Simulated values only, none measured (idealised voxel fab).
process module | voxel gate over fins
cross-section cut | 240 nm wide | cells 5 nm
A cross-section is a grid of square cells, given in bands from the top down. A band is one or more rows of cells.
Each band's line starts with the height of the band's top and of its bottom, in nm. Then come its materials from left to right, each with its width in nm. One material with "throughout" fills the band from edge to edge. "air" is empty space.
Height 0 is the level under which the wafer as received is all one material. The lowest band goes on downwards, as in "0 down".
A width such as "30 to 40" changes by the same amount from each row of cells to the next, from the band's top row to its bottom row.
"no change" after a step means that no cell of the cross-section changed.
closed voids: empty space of 8 cells or more with no open way to the top, each as width x height at its distance from the left edge, in nm
after a step's settings: what the simulator itself notes on the step
overlay nm, on a step with a mask: how far to the right of its planned place the mask lay; to the left if negative
Each pair below shows a cross-section before one step and the cross-section after it, down to the lowest band that changed. The line under each pair gives the step between them, with its settings. The pairs can come from different runs of this module on the same starting wafer, so a pair continues from the pair above only where its "before" says so.
before
  0 down: Si throughout
  closed voids: none
after
  10 to 0: SiN throughout
  below 0: unchanged
  closed voids: none
the step between: op CONFORMAL_DEP | material SiN | thk nm 10
before: the cross-section after the pair above
after
  30 to 10: air 50 | resist 15 | air 45 | resist 15 | air 45 | resist 15 | air 55
  below 10: unchanged
  closed voids: none
the step between: op PATTERN | tone cover | mask id FINS | material resist | width nm 15 | pitch nm 60 | thk nm 20 | overlay nm 0
before: the cross-section after the pair above
after
  30 to 10: air 50 | resist 15 | air 45 | resist 15 | air 45 | resist 15 | air 55
  10 to 0: air 50 | SiN 15 | air 45 | SiN 15 | air 45 | SiN 15 | air 55
  below 0: unchanged
  closed voids: none
the step between: op DIRECTIONAL_ETCH | etch materials SiN | depth nm 10
before: the cross-section after the pair above
after
  30 to 10: air 50 | resist 15 | air 45 | resist 15 | air 45 | resist 15 | air 55
  10 to 0: air 50 | SiN 15 | air 45 | SiN 15 | air 45 | SiN 15 | air 55
  0 to -40: air 50 | Si 15 | air 45 | Si 15 | air 45 | Si 15 | air 55
  below -40: unchanged
  closed voids: none
the step between: op DIRECTIONAL_ETCH | etch materials Si | depth nm 40
before: the cross-section after the pair above
after
  10 to 0: air 50 | SiN 15 | air 45 | SiN 15 | air 45 | SiN 15 | air 55
  below 0: unchanged
  closed voids: none
the step between: op STRIP | etch materials resist
before: the cross-section after the pair above
after
  10 to 0: air 50 | SiN 15 | air 45 | SiN 15 | air 45 | SiN 15 | air 55
  0 to -40: air 50 | SiO2 5 | Si 5 | SiO2 5 | air 45 | SiO2 5 | Si 5 | SiO2 5 | air 45 | SiO2 5 | Si 5 | SiO2 5 | air 55
  -40 to -45: SiO2 55 | Si 5 | SiO2 55 | Si 5 | SiO2 55 | Si 5 | SiO2 60
  below -45: unchanged
  closed voids: none
the step between: op OXIDIZE | depth nm 5
before: the cross-section after the pair above
after
  25 to 10: SiO2 throughout
  10 to 0: SiO2 50 | SiN 15 | SiO2 45 | SiN 15 | SiO2 45 | SiN 15 | SiO2 55
  0 to -45: SiO2 55 | Si 5 | SiO2 55 | Si 5 | SiO2 55 | Si 5 | SiO2 60
  below -45: unchanged
  closed voids: none
the step between: op FILL_DEP | material SiO2 | thk nm 15
before: the cross-section after the pair above
after
  10 to 0: SiO2 50 | SiN 15 | SiO2 45 | SiN 15 | SiO2 45 | SiN 15 | SiO2 55
  below 0: unchanged
  closed voids: none
the step between: op CMP | height nm 10
before: the cross-section after the pair above
after
  25 to 10: resist 80 | air 15 | resist 145
  below 10: unchanged
  closed voids: none
the step between: op PATTERN | tone open | mask id RAIL | material resist | width nm 15 | thk nm 15 | overlay nm 0
before: the cross-section after the pair above
after
  25 to 10: resist 80 | air 15 | resist 145
  10 to 0: SiO2 50 | SiN 15 | SiO2 15 | air 15 | SiO2 15 | SiN 15 | SiO2 45 | SiN 15 | SiO2 55
  0 to -35: SiO2 55 | Si 5 | SiO2 20 | air 15 | SiO2 20 | Si 5 | SiO2 55 | Si 5 | SiO2 60
  below -35: unchanged
  closed voids: none
the step between: op DIRECTIONAL_ETCH | etch materials SiO2 | depth nm 45
before: the cross-section after the pair above
after
  10 to 0: SiO2 50 | SiN 15 | SiO2 15 | air 15 | SiO2 15 | SiN 15 | SiO2 45 | SiN 15 | SiO2 55
  below 0: unchanged
  closed voids: none
the step between: op STRIP | etch materials resist
before: the cross-section after the pair above
after
  15 to 10: TiN 85 | air 5 | TiN 150
  10 to 0: SiO2 50 | SiN 15 | SiO2 15 | TiN 5 | air 5 | TiN 5 | SiO2 15 | SiN 15 | SiO2 45 | SiN 15 | SiO2 55
  0 to -30: SiO2 55 | Si 5 | SiO2 20 | TiN 5 | air 5 | TiN 5 | SiO2 20 | Si 5 | SiO2 55 | Si 5 | SiO2 60
  -30 to -35: SiO2 55 | Si 5 | SiO2 20 | TiN 15 | SiO2 20 | Si 5 | SiO2 55 | Si 5 | SiO2 60
  below -35: unchanged
  closed voids: none
the step between: op CONFORMAL_DEP | material TiN | thk nm 5
before: the cross-section after the pair above
after
  25 to 15: Ru throughout
  15 to 10: TiN 85 | Ru 5 | TiN 150
  10 to 0: SiO2 50 | SiN 15 | SiO2 15 | TiN 5 | Ru 5 | TiN 5 | SiO2 15 | SiN 15 | SiO2 45 | SiN 15 | SiO2 55
  0 to -30: SiO2 55 | Si 5 | SiO2 20 | TiN 5 | Ru 5 | TiN 5 | SiO2 20 | Si 5 | SiO2 55 | Si 5 | SiO2 60
  below -30: unchanged
  closed voids: none
the step between: op FILL_DEP | material Ru | thk nm 10
before: the cross-section after the pair above
after
  10 to 0: SiO2 50 | SiN 15 | SiO2 15 | TiN 5 | Ru 5 | TiN 5 | SiO2 15 | SiN 15 | SiO2 45 | SiN 15 | SiO2 55
  below 0: unchanged
  closed voids: none
the step between: op CMP | height nm 10
before: the cross-section after the pair above
after
  10 to 0: SiO2 50 | SiN 15 | SiO2 15 | air 15 | SiO2 15 | SiN 15 | SiO2 45 | SiN 15 | SiO2 55
  0 to -20: SiO2 55 | Si 5 | SiO2 20 | air 15 | SiO2 20 | Si 5 | SiO2 55 | Si 5 | SiO2 60
  below -20: unchanged
  closed voids: none
the step between: op SELECTIVE_ETCH | etch materials W Ru TiN | depth nm 30
before: the cross-section after the pair above
after
  15 to 10: SiO2 throughout
  10 to 0: SiO2 50 | SiN 15 | SiO2 45 | SiN 15 | SiO2 45 | SiN 15 | SiO2 55
  0 to -20: SiO2 55 | Si 5 | SiO2 55 | Si 5 | SiO2 55 | Si 5 | SiO2 60
  below -20: unchanged
  closed voids: none
the step between: op FILL_DEP | material SiO2 | thk nm 5
before: the cross-section after the pair above
after
  10 to 0: SiO2 50 | SiN 15 | SiO2 45 | SiN 15 | SiO2 45 | SiN 15 | SiO2 55
  below 0: unchanged
  closed voids: none
the step between: op CMP | height nm 10
before: the cross-section after the pair above
after
  10 to 0: air 50 | SiN 15 | air 45 | SiN 15 | air 45 | SiN 15 | air 55
  0 to -10: air 55 | Si 5 | air 55 | Si 5 | air 55 | Si 5 | air 60
  below -10: unchanged
  closed voids: none
the step between: op SELECTIVE_ETCH | etch materials SiO2 | depth nm 20
before: the cross-section after the pair above
after
  0 to -10: air 55 | Si 5 | air 55 | Si 5 | air 55 | Si 5 | air 60
  below -10: unchanged
  closed voids: none
the step between: op STRIP | etch materials SiN
before: the cross-section after the pair above
after
  5 to 0: air 50 | HfO2 15 | air 45 | HfO2 15 | air 45 | HfO2 15 | air 55
  0 to -5: air 50 | HfO2 5 | Si 5 | HfO2 5 | air 45 | HfO2 5 | Si 5 | HfO2 5 | air 45 | HfO2 5 | Si 5 | HfO2 5 | air 55
  -5 to -10: HfO2 55 | Si 5 | HfO2 55 | Si 5 | HfO2 55 | Si 5 | HfO2 60
  below -10: unchanged
  closed voids: none
the step between: op CONFORMAL_DEP | material HfO2 | thk nm 5
before: the cross-section after the pair above
after
  10 to 5: air 45 | TiN 25 | air 35 | TiN 25 | air 35 | TiN 25 | air 50
  5 to 0: air 45 | TiN 5 | HfO2 15 | TiN 5 | air 35 | TiN 5 | HfO2 15 | TiN 5 | air 35 | TiN 5 | HfO2 15 | TiN 5 | air 50
  0 to -5: TiN 50 | HfO2 5 | Si 5 | HfO2 5 | TiN 45 | HfO2 5 | Si 5 | HfO2 5 | TiN 45 | HfO2 5 | Si 5 | HfO2 5 | TiN 55
  below -5: unchanged
  closed voids: none
the step between: op CONFORMAL_DEP | material TiN | thk nm 5
before: the cross-section after the pair above
after
  15 to 10: air 40 | TiAl 35 | air 25 | TiAl 35 | air 25 | TiAl 35 | air 45
  10 to 5: air 40 | TiAl 5 | TiN 25 | TiAl 5 | air 25 | TiAl 5 | TiN 25 | TiAl 5 | air 25 | TiAl 5 | TiN 25 | TiAl 5 | air 45
  5 to 0: TiAl 45 | TiN 5 | HfO2 15 | TiN 5 | TiAl 35 | TiN 5 | HfO2 15 | TiN 5 | TiAl 35 | TiN 5 | HfO2 15 | TiN 5 | TiAl 50
  below 0: unchanged
  closed voids: none
the step between: op CONFORMAL_DEP | material TiAl | thk nm 5
before: the cross-section after the pair above
after
  20 to 15: air 35 | TiN 45 | air 15 | TiN 45 | air 15 | TiN 45 | air 40
  15 to 10: air 35 | TiN 5 | TiAl 35 | TiN 5 | air 15 | TiN 5 | TiAl 35 | TiN 5 | air 15 | TiN 5 | TiAl 35 | TiN 5 | air 40
  10 to 5: TiN 40 | TiAl 5 | TiN 25 | TiAl 5 | TiN 25 | TiAl 5 | TiN 25 | TiAl 5 | TiN 25 | TiAl 5 | TiN 25 | TiAl 5 | TiN 45
  below 5: unchanged
  closed voids: none
the step between: op CONFORMAL_DEP | material TiN | thk nm 5
before: the cross-section after the pair above
after
  35 to 20: W throughout
  20 to 15: W 35 | TiN 45 | W 15 | TiN 45 | W 15 | TiN 45 | W 40
  15 to 10: W 35 | TiN 5 | TiAl 35 | TiN 5 | W 15 | TiN 5 | TiAl 35 | TiN 5 | W 15 | TiN 5 | TiAl 35 | TiN 5 | W 40
  below 10: unchanged
  closed voids: none
the step between: op FILL_DEP | material W | thk nm 15
before: the cross-section after the pair above
after
  30 to 20: W throughout
  below 20: unchanged
  closed voids: none
the step between: op CMP | height nm 30
before: the cross-section after the pair above
after
  35 to 30: SiN throughout
  below 30: unchanged
  closed voids: none
the step between: op CONFORMAL_DEP | material SiN | thk nm 5
before
  5 to 0: air 50 | HfO2 15 | air 45 | HfO2 15 | air 45 | HfO2 15 | air 55
  0 to -5: air 50 | HfO2 5 | Si 5 | HfO2 5 | air 45 | HfO2 5 | Si 5 | HfO2 5 | air 45 | HfO2 5 | Si 5 | HfO2 5 | air 55
  -5 to -10: HfO2 55 | Si 5 | HfO2 55 | Si 5 | HfO2 55 | Si 5 | HfO2 60
  -10 to -20: SiO2 55 | Si 5 | SiO2 55 | Si 5 | SiO2 55 | Si 5 | SiO2 60
  -20 to -30: SiO2 55 | Si 5 | SiO2 20 | TiN 5 | Ru 5 | TiN 5 | SiO2 20 | Si 5 | SiO2 55 | Si 5 | SiO2 60
  -30 to -35: SiO2 55 | Si 5 | SiO2 20 | TiN 15 | SiO2 20 | Si 5 | SiO2 55 | Si 5 | SiO2 60
  -35 to -45: SiO2 55 | Si 5 | SiO2 55 | Si 5 | SiO2 55 | Si 5 | SiO2 60
  -45 down: Si throughout
  closed voids: none
after
  10 to 5: air 45 | TiAl 25 | air 35 | TiAl 25 | air 35 | TiAl 25 | air 50
  5 to 0: air 45 | TiAl 5 | HfO2 15 | TiAl 5 | air 35 | TiAl 5 | HfO2 15 | TiAl 5 | air 35 | TiAl 5 | HfO2 15 | TiAl 5 | air 50
  0 to -5: TiAl 50 | HfO2 5 | Si 5 | HfO2 5 | TiAl 45 | HfO2 5 | Si 5 | HfO2 5 | TiAl 45 | HfO2 5 | Si 5 | HfO2 5 | TiAl 55
  below -5: unchanged
  closed voids: none
the step between: op CONFORMAL_DEP | material TiAl | thk nm 5
before: the cross-section after the pair above
after
  15 to 10: air 40 | TiN 35 | air 25 | TiN 35 | air 25 | TiN 35 | air 45
  10 to 5: air 40 | TiN 5 | TiAl 25 | TiN 5 | air 25 | TiN 5 | TiAl 25 | TiN 5 | air 25 | TiN 5 | TiAl 25 | TiN 5 | air 45
  5 to 0: TiN 45 | TiAl 5 | HfO2 15 | TiAl 5 | TiN 35 | TiAl 5 | HfO2 15 | TiAl 5 | TiN 35 | TiAl 5 | HfO2 15 | TiAl 5 | TiN 50
  below 0: unchanged
  closed voids: none
the step between: op CONFORMAL_DEP | material TiN | thk nm 5
before: the cross-section after the pair above
after
  30 to 15: W throughout
  15 to 10: W 40 | TiN 35 | W 25 | TiN 35 | W 25 | TiN 35 | W 45
  10 to 5: W 40 | TiN 5 | TiAl 25 | TiN 5 | W 25 | TiN 5 | TiAl 25 | TiN 5 | W 25 | TiN 5 | TiAl 25 | TiN 5 | W 45
  below 5: unchanged
  closed voids: none
the step between: op FILL_DEP | material W | thk nm 15
before: the cross-section after the pair above
after
  35 to 30: SiN throughout
  below 30: unchanged
  closed voids: none
the step between: op CONFORMAL_DEP | material SiN | thk nm 5
before
  10 to 0: air 50 | SiN 15 | air 45 | SiN 15 | air 45 | SiN 15 | air 55
  0 to -10: air 55 | Si 5 | air 55 | Si 5 | air 55 | Si 5 | air 60
  -10 to -20: SiO2 55 | Si 5 | SiO2 55 | Si 5 | SiO2 55 | Si 5 | SiO2 60
  -20 to -30: SiO2 55 | Si 5 | SiO2 20 | TiN 5 | Ru 5 | TiN 5 | SiO2 20 | Si 5 | SiO2 55 | Si 5 | SiO2 60
  -30 to -35: SiO2 55 | Si 5 | SiO2 20 | TiN 15 | SiO2 20 | Si 5 | SiO2 55 | Si 5 | SiO2 60
  -35 to -45: SiO2 55 | Si 5 | SiO2 55 | Si 5 | SiO2 55 | Si 5 | SiO2 60
  -45 down: Si throughout
  closed voids: none
after
  10 to 0: air 50 | SiN 15 | air 45 | SiN 15 | air 45 | SiN 15 | air 55
  0 to -20: air 55 | Si 5 | air 55 | Si 5 | air 55 | Si 5 | air 60
  -20 to -30: air 55 | Si 5 | air 20 | TiN 5 | Ru 5 | TiN 5 | air 20 | Si 5 | air 55 | Si 5 | air 60
  below -30: unchanged
  closed voids: none
the step between: op SELECTIVE_ETCH | etch materials SiO2 | depth nm 20
before: the cross-section after the pair above
after
  0 to -20: air 55 | Si 5 | air 55 | Si 5 | air 55 | Si 5 | air 60
  below -20: unchanged
  closed voids: none
the step between: op STRIP | etch materials SiN
before: the cross-section after the pair above
after
  5 to 0: air 50 | HfO2 15 | air 45 | HfO2 15 | air 45 | HfO2 15 | air 55
  0 to -15: air 50 | HfO2 5 | Si 5 | HfO2 5 | air 45 | HfO2 5 | Si 5 | HfO2 5 | air 45 | HfO2 5 | Si 5 | HfO2 5 | air 55
  -15 to -20: air 50 | HfO2 5 | Si 5 | HfO2 5 | air 10 | HfO2 25 | air 10 | HfO2 5 | Si 5 | HfO2 5 | air 45 | HfO2 5 | Si 5 | HfO2 5 | air 55
  -20 to -25: air 50 | HfO2 5 | Si 5 | HfO2 5 | air 10 | HfO2 5 | TiN 5 | Ru 5 | TiN 5 | HfO2 5 | air 10 | HfO2 5 | Si 5 | HfO2 5 | air 45 | HfO2 5 | Si 5 | HfO2 5 | air 55
  -25 to -30: HfO2 55 | Si 5 | HfO2 20 | TiN 5 | Ru 5 | TiN 5 | HfO2 20 | Si 5 | HfO2 55 | Si 5 | HfO2 60
  below -30: unchanged
  closed voids: none
the step between: op CONFORMAL_DEP | material HfO2 | thk nm 5
before: the cross-section after the pair above
after
  10 to 5: air 45 | TiN 25 | air 35 | TiN 25 | air 35 | TiN 25 | air 50
  5 to 0: air 45 | TiN 5 | HfO2 15 | TiN 5 | air 35 | TiN 5 | HfO2 15 | TiN 5 | air 35 | TiN 5 | HfO2 15 | TiN 5 | air 50
  0 to -10: air 45 | TiN 5 | HfO2 5 | Si 5 | HfO2 5 | TiN 5 | air 35 | TiN 5 | HfO2 5 | Si 5 | HfO2 5 | TiN 5 | air 35 | TiN 5 | HfO2 5 | Si 5 | HfO2 5 | TiN 5 | air 50
  -10 to -15: air 45 | TiN 5 | HfO2 5 | Si 5 | HfO2 5 | TiN 45 | HfO2 5 | Si 5 | HfO2 5 | TiN 5 | air 35 | TiN 5 | HfO2 5 | Si 5 | HfO2 5 | TiN 5 | air 50
  -15 to -20: air 45 | TiN 5 | HfO2 5 | Si 5 | HfO2 5 | TiN 10 | HfO2 25 | TiN 10 | HfO2 5 | Si 5 | HfO2 5 | TiN 5 | air 35 | TiN 5 | HfO2 5 | Si 5 | HfO2 5 | TiN 5 | air 50
  -20 to -25: TiN 50 | HfO2 5 | Si 5 | HfO2 5 | TiN 10 | HfO2 5 | TiN 5 | Ru 5 | TiN 5 | HfO2 5 | TiN 10 | HfO2 5 | Si 5 | HfO2 5 | TiN 45 | HfO2 5 | Si 5 | HfO2 5 | TiN 55
  below -25: unchanged
  closed voids: none
the step between: op CONFORMAL_DEP | material TiN | thk nm 5
before: the cross-section after the pair above
after
  15 to 10: air 40 | TiAl 35 | air 25 | TiAl 35 | air 25 | TiAl 35 | air 45
  10 to 5: air 40 | TiAl 5 | TiN 25 | TiAl 5 | air 25 | TiAl 5 | TiN 25 | TiAl 5 | air 25 | TiAl 5 | TiN 25 | TiAl 5 | air 45
  5 to 0: air 40 | TiAl 5 | TiN 5 | HfO2 15 | TiN 5 | TiAl 5 | air 25 | TiAl 5 | TiN 5 | HfO2 15 | TiN 5 | TiAl 5 | air 25 | TiAl 5 | TiN 5 | HfO2 15 | TiN 5 | TiAl 5 | air 45
  0 to -5: air 40 | TiAl 5 | TiN 5 | HfO2 5 | Si 5 | HfO2 5 | TiN 5 | TiAl 5 | air 25 | TiAl 5 | TiN 5 | HfO2 5 | Si 5 | HfO2 5 | TiN 5 | TiAl 5 | air 25 | TiAl 5 | TiN 5 | HfO2 5 | Si 5 | HfO2 5 | TiN 5 | TiAl 5 | air 45
  -5 to -10: air 40 | TiAl 5 | TiN 5 | HfO2 5 | Si 5 | HfO2 5 | TiN 5 | TiAl 35 | TiN 5 | HfO2 5 | Si 5 | HfO2 5 | TiN 5 | TiAl 5 | air 25 | TiAl 5 | TiN 5 | HfO2 5 | Si 5 | HfO2 5 | TiN 5 | TiAl 5 | air 45
  -10 to -15: air 40 | TiAl 5 | TiN 5 | HfO2 5 | Si 5 | HfO2 5 | TiN 45 | HfO2 5 | Si 5 | HfO2 5 | TiN 5 | TiAl 5 | air 25 | TiAl 5 | TiN 5 | HfO2 5 | Si 5 | HfO2 5 | TiN 5 | TiAl 5 | air 45
  -15 to -20: TiAl 45 | TiN 5 | HfO2 5 | Si 5 | HfO2 5 | TiN 10 | HfO2 25 | TiN 10 | HfO2 5 | Si 5 | HfO2 5 | TiN 5 | TiAl 35 | TiN 5 | HfO2 5 | Si 5 | HfO2 5 | TiN 5 | TiAl 50
  below -20: unchanged
  closed voids: none
the step between: op CONFORMAL_DEP | material TiAl | thk nm 5
before: the cross-section after the pair above
after
  20 to 15: air 35 | TiN 45 | air 15 | TiN 45 | air 15 | TiN 45 | air 40
  15 to 10: air 35 | TiN 5 | TiAl 35 | TiN 5 | air 15 | TiN 5 | TiAl 35 | TiN 5 | air 15 | TiN 5 | TiAl 35 | TiN 5 | air 40
  10 to 5: air 35 | TiN 5 | TiAl 5 | TiN 25 | TiAl 5 | TiN 5 | air 15 | TiN 5 | TiAl 5 | TiN 25 | TiAl 5 | TiN 5 | air 15 | TiN 5 | TiAl 5 | TiN 25 | TiAl 5 | TiN 5 | air 40
  5 to 0: air 35 | TiN 5 | TiAl 5 | TiN 5 | HfO2 15 | TiN 5 | TiAl 5 | TiN 5 | air 15 | TiN 5 | TiAl 5 | TiN 5 | HfO2 15 | TiN 5 | TiAl 5 | TiN 5 | air 15 | TiN 5 | TiAl 5 | TiN 5 | HfO2 15 | TiN 5 | TiAl 5 | TiN 5 | air 40
  0 to -5: air 35 | TiN 5 | TiAl 5 | TiN 5 | HfO2 5 | Si 5 | HfO2 5 | TiN 5 | TiAl 5 | TiN 25 | TiAl 5 | TiN 5 | HfO2 5 | Si 5 | HfO2 5 | TiN 5 | TiAl 5 | TiN 5 | air 15 | TiN 5 | TiAl 5 | TiN 5 | HfO2 5 | Si 5 | HfO2 5 | TiN 5 | TiAl 5 | TiN 5 | air 40
  -5 to -10: air 35 | TiN 5 | TiAl 5 | TiN 5 | HfO2 5 | Si 5 | HfO2 5 | TiN 5 | TiAl 35 | TiN 5 | HfO2 5 | Si 5 | HfO2 5 | TiN 5 | TiAl 5 | TiN 5 | air 15 | TiN 5 | TiAl 5 | TiN 5 | HfO2 5 | Si 5 | HfO2 5 | TiN 5 | TiAl 5 | TiN 5 | air 40
  -10 to -15: TiN 40 | TiAl 5 | TiN 5 | HfO2 5 | Si 5 | HfO2 5 | TiN 45 | HfO2 5 | Si 5 | HfO2 5 | TiN 5 | TiAl 5 | TiN 25 | TiAl 5 | TiN 5 | HfO2 5 | Si 5 | HfO2 5 | TiN 5 | TiAl 5 | TiN 45
  below -15: unchanged
  closed voids: none
the step between: op CONFORMAL_DEP | material TiN | thk nm 5
before: the cross-section after the pair above
after
  35 to 20: W throughout
  20 to 15: W 35 | TiN 45 | W 15 | TiN 45 | W 15 | TiN 45 | W 40
  15 to 10: W 35 | TiN 5 | TiAl 35 | TiN 5 | W 15 | TiN 5 | TiAl 35 | TiN 5 | W 15 | TiN 5 | TiAl 35 | TiN 5 | W 40
  10 to 5: W 35 | TiN 5 | TiAl 5 | TiN 25 | TiAl 5 | TiN 5 | W 15 | TiN 5 | TiAl 5 | TiN 25 | TiAl 5 | TiN 5 | W 15 | TiN 5 | TiAl 5 | TiN 25 | TiAl 5 | TiN 5 | W 40
  5 to 0: W 35 | TiN 5 | TiAl 5 | TiN 5 | HfO2 15 | TiN 5 | TiAl 5 | TiN 5 | W 15 | TiN 5 | TiAl 5 | TiN 5 | HfO2 15 | TiN 5 | TiAl 5 | TiN 5 | W 15 | TiN 5 | TiAl 5 | TiN 5 | HfO2 15 | TiN 5 | TiAl 5 | TiN 5 | W 40
  0 to -5: W 35 | TiN 5 | TiAl 5 | TiN 5 | HfO2 5 | Si 5 | HfO2 5 | TiN 5 | TiAl 5 | TiN 25 | TiAl 5 | TiN 5 | HfO2 5 | Si 5 | HfO2 5 | TiN 5 | TiAl 5 | TiN 5 | W 15 | TiN 5 | TiAl 5 | TiN 5 | HfO2 5 | Si 5 | HfO2 5 | TiN 5 | TiAl 5 | TiN 5 | W 40
  -5 to -10: W 35 | TiN 5 | TiAl 5 | TiN 5 | HfO2 5 | Si 5 | HfO2 5 | TiN 5 | TiAl 35 | TiN 5 | HfO2 5 | Si 5 | HfO2 5 | TiN 5 | TiAl 5 | TiN 5 | W 15 | TiN 5 | TiAl 5 | TiN 5 | HfO2 5 | Si 5 | HfO2 5 | TiN 5 | TiAl 5 | TiN 5 | W 40
  below -10: unchanged
  closed voids: none
the step between: op FILL_DEP | material W | thk nm 15
before: the cross-section after the pair above
after
  30 to 20: W throughout
  below 20: unchanged
  closed voids: none
the step between: op CMP | height nm 30
before: the cross-section after the pair above
after
  35 to 30: SiN throughout
  below 30: unchanged
  closed voids: none
the step between: op CONFORMAL_DEP | material SiN | thk nm 5
before
  10 to 5: air 45 | TiN 25 | air 35 | TiN 25 | air 35 | TiN 25 | air 50
  5 to 0: air 45 | TiN 5 | HfO2 15 | TiN 5 | air 35 | TiN 5 | HfO2 15 | TiN 5 | air 35 | TiN 5 | HfO2 15 | TiN 5 | air 50
  0 to -5: TiN 50 | HfO2 5 | Si 5 | HfO2 5 | TiN 45 | HfO2 5 | Si 5 | HfO2 5 | TiN 45 | HfO2 5 | Si 5 | HfO2 5 | TiN 55
  -5 to -10: HfO2 55 | Si 5 | HfO2 55 | Si 5 | HfO2 55 | Si 5 | HfO2 60
  -10 to -20: SiO2 55 | Si 5 | SiO2 55 | Si 5 | SiO2 55 | Si 5 | SiO2 60
  -20 to -30: SiO2 55 | Si 5 | SiO2 20 | TiN 5 | Ru 5 | TiN 5 | SiO2 20 | Si 5 | SiO2 55 | Si 5 | SiO2 60
  -30 to -35: SiO2 55 | Si 5 | SiO2 20 | TiN 15 | SiO2 20 | Si 5 | SiO2 55 | Si 5 | SiO2 60
  -35 to -45: SiO2 55 | Si 5 | SiO2 55 | Si 5 | SiO2 55 | Si 5 | SiO2 60
  -45 down: Si throughout
  closed voids: none
after
  15 to 5: air 40 | TiN 35 | air 25 | TiN 35 | air 25 | TiN 35 | air 45
  5 to 0: TiN 50 | HfO2 15 | TiN 45 | HfO2 15 | TiN 45 | HfO2 15 | TiN 55
  below 0: unchanged
  closed voids: none
the step between: op CONFORMAL_DEP | material TiN | thk nm 5
before: the cross-section after the pair above
after
  20 to 15: air 35 | TiAl 45 | air 15 | TiAl 45 | air 15 | TiAl 45 | air 40
  15 to 10: air 35 | TiAl 5 | TiN 35 | TiAl 5 | air 15 | TiAl 5 | TiN 35 | TiAl 5 | air 15 | TiAl 5 | TiN 35 | TiAl 5 | air 40
  10 to 5: TiAl 40 | TiN 35 | TiAl 25 | TiN 35 | TiAl 25 | TiN 35 | TiAl 45
  below 5: unchanged
  closed voids: none
the step between: op CONFORMAL_DEP | material TiAl | thk nm 5
before: the cross-section after the pair above
after
  35 to 20: W throughout
  20 to 15: W 35 | TiAl 45 | W 15 | TiAl 45 | W 15 | TiAl 45 | W 40
  15 to 10: W 35 | TiAl 5 | TiN 35 | TiAl 5 | W 15 | TiAl 5 | TiN 35 | TiAl 5 | W 15 | TiAl 5 | TiN 35 | TiAl 5 | W 40
  below 10: unchanged
  closed voids: none
the step between: op FILL_DEP | material W | thk nm 15
before: the cross-section after the pair above
after
  30 to 20: W throughout
  below 20: unchanged
  closed voids: none
the step between: op CMP | height nm 30
before: the cross-section after the pair above
after
  35 to 30: SiN throughout
  below 30: unchanged
  closed voids: none
the step between: op CONFORMAL_DEP | material SiN | thk nm 5
before
  30 to 20: W throughout
  20 to 15: W 35 | TiN 45 | W 15 | TiN 45 | W 15 | TiN 45 | W 40
  15 to 10: W 35 | TiN 5 | TiAl 35 | TiN 5 | W 15 | TiN 5 | TiAl 35 | TiN 5 | W 15 | TiN 5 | TiAl 35 | TiN 5 | W 40
  10 to 5: TiN 40 | TiAl 5 | TiN 25 | TiAl 5 | TiN 25 | TiAl 5 | TiN 25 | TiAl 5 | TiN 25 | TiAl 5 | TiN 25 | TiAl 5 | TiN 45
  5 to 0: TiAl 45 | TiN 5 | HfO2 15 | TiN 5 | TiAl 35 | TiN 5 | HfO2 15 | TiN 5 | TiAl 35 | TiN 5 | HfO2 15 | TiN 5 | TiAl 50
  0 to -5: TiN 50 | HfO2 5 | Si 5 | HfO2 5 | TiN 45 | HfO2 5 | Si 5 | HfO2 5 | TiN 45 | HfO2 5 | Si 5 | HfO2 5 | TiN 55
  -5 to -10: HfO2 55 | Si 5 | HfO2 55 | Si 5 | HfO2 55 | Si 5 | HfO2 60
  -10 to -20: SiO2 55 | Si 5 | SiO2 55 | Si 5 | SiO2 55 | Si 5 | SiO2 60
  -20 to -30: SiO2 55 | Si 5 | SiO2 20 | TiN 5 | Ru 5 | TiN 5 | SiO2 20 | Si 5 | SiO2 55 | Si 5 | SiO2 60
  -30 to -35: SiO2 55 | Si 5 | SiO2 20 | TiN 15 | SiO2 20 | Si 5 | SiO2 55 | Si 5 | SiO2 60
  -35 to -45: SiO2 55 | Si 5 | SiO2 55 | Si 5 | SiO2 55 | Si 5 | SiO2 60
  -45 down: Si throughout
  closed voids: none
after
  45 to 30: SiN throughout
  below 30: unchanged
  closed voids: none
the step between: op CONFORMAL_DEP | material SiN | thk nm 15
before
  10 to 0: SiO2 50 | SiN 15 | SiO2 45 | SiN 15 | SiO2 45 | SiN 15 | SiO2 55
  0 to -45: SiO2 55 | Si 5 | SiO2 55 | Si 5 | SiO2 55 | Si 5 | SiO2 60
  -45 down: Si throughout
  closed voids: none
after
  25 to 10: resist 80 | air 20 | resist 140
  below 10: unchanged
  closed voids: none
the step between: op PATTERN | tone open | mask id RAIL | material resist | width nm 20 | thk nm 15 | overlay nm 0
before: the cross-section after the pair above
after
  25 to 10: resist 80 | air 20 | resist 140
  10 to 0: SiO2 50 | SiN 15 | SiO2 15 | air 20 | SiO2 10 | SiN 15 | SiO2 45 | SiN 15 | SiO2 55
  0 to -35: SiO2 55 | Si 5 | SiO2 20 | air 20 | SiO2 15 | Si 5 | SiO2 55 | Si 5 | SiO2 60
  below -35: unchanged
  closed voids: none
the step between: op DIRECTIONAL_ETCH | etch materials SiO2 | depth nm 45
before: the cross-section after the pair above
after
  10 to 0: SiO2 50 | SiN 15 | SiO2 15 | air 20 | SiO2 10 | SiN 15 | SiO2 45 | SiN 15 | SiO2 55
  below 0: unchanged
  closed voids: none
the step between: op STRIP | etch materials resist
before: the cross-section after the pair above
after
  15 to 10: TiN 85 | air 10 | TiN 145
  10 to 0: SiO2 50 | SiN 15 | SiO2 15 | TiN 5 | air 10 | TiN 5 | SiO2 10 | SiN 15 | SiO2 45 | SiN 15 | SiO2 55
  0 to -30: SiO2 55 | Si 5 | SiO2 20 | TiN 5 | air 10 | TiN 5 | SiO2 15 | Si 5 | SiO2 55 | Si 5 | SiO2 60
  -30 to -35: SiO2 55 | Si 5 | SiO2 20 | TiN 20 | SiO2 15 | Si 5 | SiO2 55 | Si 5 | SiO2 60
  below -35: unchanged
  closed voids: none
the step between: op CONFORMAL_DEP | material TiN | thk nm 5
before: the cross-section after the pair above
after
  25 to 15: Ru throughout
  15 to 10: TiN 85 | Ru 10 | TiN 145
  10 to 0: SiO2 50 | SiN 15 | SiO2 15 | TiN 5 | Ru 10 | TiN 5 | SiO2 10 | SiN 15 | SiO2 45 | SiN 15 | SiO2 55
  0 to -30: SiO2 55 | Si 5 | SiO2 20 | TiN 5 | Ru 10 | TiN 5 | SiO2 15 | Si 5 | SiO2 55 | Si 5 | SiO2 60
  below -30: unchanged
  closed voids: none
the step between: op FILL_DEP | material Ru | thk nm 10
before: the cross-section after the pair above
after
  10 to 0: SiO2 50 | SiN 15 | SiO2 15 | TiN 5 | Ru 10 | TiN 5 | SiO2 10 | SiN 15 | SiO2 45 | SiN 15 | SiO2 55
  below 0: unchanged
  closed voids: none
the step between: op CMP | height nm 10
